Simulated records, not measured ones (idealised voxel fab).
Proc. module: voxel self aligned contacts
This is section cut - it's 225 nm across, gridded in 5 nm square cells.
A cross-section is written here as square cells arranged in a grid, and it is given in bands from the top down, each band taking up one or more rows of cells. Top height, bottom height, nm. Materials left to right, width each, nm. Single material + "throughout" = fills band edge to edge. "air" = empty. Zero point of the height axis is 0; under it, received wafer = one material. Lowest band: continues down indefinitely, "0..down". A width such as "30 to 40" changes by the same amount from each row of cells to the next, from the band's top row to its bottom row. "no change occurred" means the step left every cell of the cross-section as it was. In the "Enclosed voids" entry, you get each enclosed empty space of 8 cells or more, one with no open way to the top, written width x height at distance, distance from the left edge, in nm. Read whatever lies past the settings on a step's line as the simulator's own remark about the step. overlay nm: how far to the right of its planned place the mask lay on this masked step (negative: to the left).
**Steps in the process plan**
1,RECEIVE with material Si
2,CONFORMAL_DEP with material SiO2, thk nm 5
3,DIRECTIONAL_DEP with material polySi, thk nm 30
4,DIRECTIONAL_DEP with material SiN, thk nm 15
5,DIRECTIONAL_DEP with material aC, thk nm 15
6,PATTERN with tone cover, mask id GATE, material resist, width nm 30, pitch nm 65, thk nm 35, overlay nm 0
7,DIRECTIONAL_ETCH with etch materials aC, depth nm 15
8,STRIP with etch materials resist
9,DIRECTIONAL_ETCH with etch materials SiN, depth nm 15
10,DIRECTIONAL_ETCH with etch materials polySi, depth nm 30
11,STRIP with etch materials aC
12,CONFORMAL_DEP with material SiN, thk nm 5
13,DIRECTIONAL_ETCH with etch materials SiN, depth nm 5
14,FILL_DEP with material SiO2, thk nm 15
15,CMP with height nm 55
16,MASKED_ETCH with tone open, mask id CONTACT, width nm 45, etch materials SiO2, depth nm 55, overlay nm 0
17,CONFORMAL_DEP with material TiN, thk nm 5
18,FILL_DEP with material W, thk nm 5
19,CMP with height nm 55
20,CONFORMAL_DEP with material SiN, thk nm 5
**Cross-section: wafer on arrival = after step 1**
> 0..down | Si throughout
> Enclosed voids: none
**The first of two wafers, cross-sectioned at the end of the module, with the run proceeding as planned**
> 60..55 | SiN throughout
> 55..50 | 90 nm SiO2 | 15 nm TiN | 15 nm W | 15 nm TiN | 90 nm SiO2
> 50..35 | 60 nm SiO2 | 40 nm SiN | 5 nm TiN | 15 nm W | 5 nm TiN | 40 nm SiN | 60 nm SiO2
> 35..5 | 60 nm SiO2 | 5 nm SiN | 30 nm polySi | 5 nm SiN | 5 nm TiN | 15 nm W | 5 nm TiN | 5 nm SiN | 30 nm polySi | 5 nm SiN | 60 nm SiO2
> 5..0 | 100 nm SiO2 | 25 nm TiN | 100 nm SiO2
> 0..down | Si throughout
> Enclosed voids: none
**Second wafer of the two, sectioned at the end of the module. It began like the first and followed the same plan, but one mistake was made while running it**
> 60..55 | SiN throughout
> 55..45 | 90 nm SiO2 | 5 to 10 nm TiN | 35 to 25 nm W | 5 to 10 nm TiN | 90 nm SiO2
> 45..35 | 65 nm SiO2 | 30 nm SiN | 5 nm TiN | 25 nm W | 5 nm TiN | 30 nm SiN | 65 nm SiO2
> 35..5 | 65 nm SiO2 | 30 nm polySi | 5 nm TiN | 25 nm W | 5 nm TiN | 30 nm polySi | 65 nm SiO2
> 5..0 | 95 nm SiO2 | 35 nm TiN | 95 nm SiO2
> 0..down | Si throughout
> Enclosed voids: none
In executing the process, a mistake was made relative to the plan: step 12 of the plan was jumped over and never run
Heads up, by the end the second wafer has more or fewer cells of some materials compared to the first: 48 fewer of SiN, 26 more of SiO2, 22 more of W
